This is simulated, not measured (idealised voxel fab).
process module | voxel ribs on slabs
cross-section cut | 170 nm wide | cells 5 nm
A cross-section is a grid of square cells, given in bands from the top down. A band is one or more rows of cells.
Each band's line starts with the height of the band's top and of its bottom, in nm. Then come its materials from left to right, each with its width in nm. One material with "throughout" fills the band from edge to edge. "air" is empty space.
Height 0 is the level under which the wafer as received is all one material. The lowest band goes on downwards, as in "0 down".
A width such as "30 to 40" changes by the same amount from each row of cells to the next, from the band's top row to its bottom row.
"no change" after a step means that no cell of the cross-section changed.
closed voids: empty space of 8 cells or more with no open way to the top, each as width x height at its distance from the left edge, in nm
after a step's settings: what the simulator itself notes on the step
overlay nm, on a step with a mask: how far to the right of its planned place the mask lay; to the left if negative
plan
1 op RECEIVE | material Si
2 op DIRECTIONAL_DEP | material SiO2 | thk nm 30
3 op DIRECTIONAL_DEP | material polySi | thk nm 15
4 op PATTERN | tone cover | mask id RIB | material resist | width nm 25 | thk nm 20 | overlay nm 0
5 op DIRECTIONAL_ETCH | etch materials polySi | depth nm 5
6 op STRIP | etch materials resist
7 op DIRECTIONAL_DEP | material aC | thk nm 15
8 op PATTERN | tone cover | mask id SLAB | material resist | width nm 65 | thk nm 35 | overlay nm 0
9 op DIRECTIONAL_ETCH | etch materials aC | depth nm 15
10 op STRIP | etch materials resist
11 op DIRECTIONAL_ETCH | etch materials polySi | depth nm 10
12 op STRIP | etch materials aC
13 op FILL_DEP | material SiO2 | thk nm 25
14 op CMP | height nm 60
15 op DIRECTIONAL_DEP | material W | thk nm 5
16 op DIRECTIONAL_DEP | material aC | thk nm 10
17 op PATTERN | tone cover | mask id HEATER | material resist | width nm 35 | thk nm 30 | overlay nm 0
18 op DIRECTIONAL_ETCH | etch materials aC | depth nm 10
19 op STRIP | etch materials resist
20 op DIRECTIONAL_ETCH | etch materials W | depth nm 5
21 op STRIP | etch materials aC
22 op CONFORMAL_DEP | material SiN | thk nm 5
as received, after step 1
  0 down: Si throughout
  closed voids: none
first wafer at the end, as planned
  70 to 65: air 60 | SiN 45 | air 65
  65 to 60: SiN 65 | W 35 | SiN 70
  60 to 45: SiO2 throughout
  45 to 40: SiO2 70 | polySi 25 | SiO2 75
  40 to 30: SiO2 50 | polySi 65 | SiO2 55
  30 to 0: SiO2 throughout
  0 down: Si throughout
  closed voids: none
second wafer at the end: like start, like plan, one mistake
  70 to 65: air 60 | SiN 45 | air 65
  65 to 60: SiN 65 | W 35 | SiN 70
  60 to 45: SiO2 throughout
  45 to 40: SiO2 70 | polySi 30 | SiO2 70
  40 to 30: SiO2 50 | polySi 65 | SiO2 55
  30 to 0: SiO2 throughout
  0 down: Si throughout
  closed voids: none
what went wrong: step 4 ran as: op PATTERN | tone cover | mask id RIB | material resist | width nm 30 | thk nm 20 | overlay nm 0
at the end the second wafer has, in cells: 1 fewer of SiO2 | 1 more of polySi
